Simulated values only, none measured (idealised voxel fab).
Documented hereafter: the process module known as voxel gate over fins.
Cross-sectional view cut (width: 255 nm; square cell size: 5 nm).
Cross-section layout: square cells on a grid; listed as bands, top to bottom; a band spans one or more cell rows.
Top, bottom (nm), then materials left to right with widths (nm); lone material tagged "full width" fills the whole band edge to edge; "empty" = empty space.
The reference from which all heights are counted is 0, the level beneath which the as-received wafer is entirely one material; the lowest band, having no lower bound, proceeds downward and is written after the example "from 0 down".
When a width is written as two numbers, as in "30 to 40", the first number is the width in the top row of cells of the band and the second is the width in its bottom row, and the width changes by the same amount from each row to the next.
Where a step carries "nothing different", the cross-section came out of it unchanged, cell for cell.
Reported under the label "Closed void inventory" are the empty spaces having no open way to the top and comprising 8 cells or more; the notation for each is width x height at distance, in which the distance is measured from the left edge and all three values are in nm.
Text after the settings on a step's line: the simulator's own remark on that step.
For masked steps, "overlay nm" on the step line gives how far right of plan the mask actually lay; a minus sign means it lay to the left.
### The process steps that were planned are listed below
1) RECEIVE with material Si
2) CONFORMAL_DEP with material SiN, thk nm 5
3) DIRECTIONAL_DEP with material aC, thk nm 15
4) PATTERN with tone cover, mask id FINS, material resist, width nm 15, pitch nm 35, thk nm 35, overlay nm 0
5) DIRECTIONAL_ETCH with etch materials aC, depth nm 15
6) STRIP with etch materials resist
7) DIRECTIONAL_ETCH with etch materials SiN, depth nm 5
8) DIRECTIONAL_ETCH with etch materials Si, depth nm 30
9) STRIP with etch materials aC
10) FILL_DEP with material SiO2, thk nm 15
11) CMP with height nm 5
12) SELECTIVE_ETCH with etch materials SiO2, depth nm 15
13) STRIP with etch materials SiN
14) CONFORMAL_DEP with material HfO2, thk nm 5
15) CONFORMAL_DEP with material TiN, thk nm 5
16) CONFORMAL_DEP with material TiAl, thk nm 5
17) CONFORMAL_DEP with material TiN, thk nm 5
18) FILL_DEP with material W, thk nm 15
19) CMP with height nm 30
20) CONFORMAL_DEP with material SiN, thk nm 10
### Cross-section of the wafer at receipt, which is the condition after step 1
  from 0 down  Si full width
  Closed void inventory: none
### Cross-section taken at module completion on the first of two wafers; processed per the plan
  from 40 to 30  SiN full width
  from 30 to 20  W full width
  from 20 to 15  W 45 nm; TiN 160 nm; W 50 nm
  from 15 to 10  W 45 nm; TiN 5 nm; TiAl 150 nm; TiN 5 nm; W 50 nm
  from 10 to 5  TiN 50 nm; TiAl 5 nm; TiN 140 nm; TiAl 5 nm; TiN 55 nm
  from 5 to 0  TiAl 55 nm; TiN 5 nm; HfO2 25 nm; TiN 10 nm; HfO2 25 nm; TiN 10 nm; HfO2 25 nm; TiN 10 nm; HfO2 25 nm; TiN 5 nm; TiAl 60 nm
  from 0 to -5  TiN 60 nm; HfO2 5 nm; Si 15 nm; HfO2 5 nm; TiN 10 nm; HfO2 5 nm; Si 15 nm; HfO2 5 nm; TiN 10 nm; HfO2 5 nm; Si 15 nm; HfO2 5 nm; TiN 10 nm; HfO2 5 nm; Si 15 nm; HfO2 5 nm; TiN 65 nm
  from -5 to -10  HfO2 65 nm; Si 15 nm; HfO2 20 nm; Si 15 nm; HfO2 20 nm; Si 15 nm; HfO2 20 nm; Si 15 nm; HfO2 70 nm
  from -10 to -30  SiO2 65 nm; Si 15 nm; SiO2 20 nm; Si 15 nm; SiO2 20 nm; Si 15 nm; SiO2 20 nm; Si 15 nm; SiO2 70 nm
  from -30 down  Si full width
  Closed void inventory: none
### End of module, second wafer, cross-section. Started like the first, planned like the first, run with one mistake
  from 35 to 25  SiN full width
  from 25 to 20  W full width
  from 20 to 15  W 45 nm; TiN 160 nm; W 50 nm
  from 15 to 10  W 45 nm; TiN 5 nm; TiAl 150 nm; TiN 5 nm; W 50 nm
  from 10 to 5  TiN 50 nm; TiAl 5 nm; TiN 140 nm; TiAl 5 nm; TiN 55 nm
  from 5 to 0  TiAl 55 nm; TiN 5 nm; HfO2 25 nm; TiN 10 nm; HfO2 25 nm; TiN 10 nm; HfO2 25 nm; TiN 10 nm; HfO2 25 nm; TiN 5 nm; TiAl 60 nm
  from 0 to -5  TiN 60 nm; HfO2 5 nm; Si 15 nm; HfO2 5 nm; TiN 10 nm; HfO2 5 nm; Si 15 nm; HfO2 5 nm; TiN 10 nm; HfO2 5 nm; Si 15 nm; HfO2 5 nm; TiN 10 nm; HfO2 5 nm; Si 15 nm; HfO2 5 nm; TiN 65 nm
  from -5 to -10  HfO2 65 nm; Si 15 nm; HfO2 20 nm; Si 15 nm; HfO2 20 nm; Si 15 nm; HfO2 20 nm; Si 15 nm; HfO2 70 nm
  from -10 to -30  SiO2 65 nm; Si 15 nm; SiO2 20 nm; Si 15 nm; SiO2 20 nm; Si 15 nm; SiO2 20 nm; Si 15 nm; SiO2 70 nm
  from -30 down  Si full width
  Closed void inventory: none
In executing the process, a mistake was made relative to the plan: off-plan run, step 19, actual operation and settings CMP with height nm 25
Final cells, second wafer relative to first, materials higher or lower: W: 51 fewer
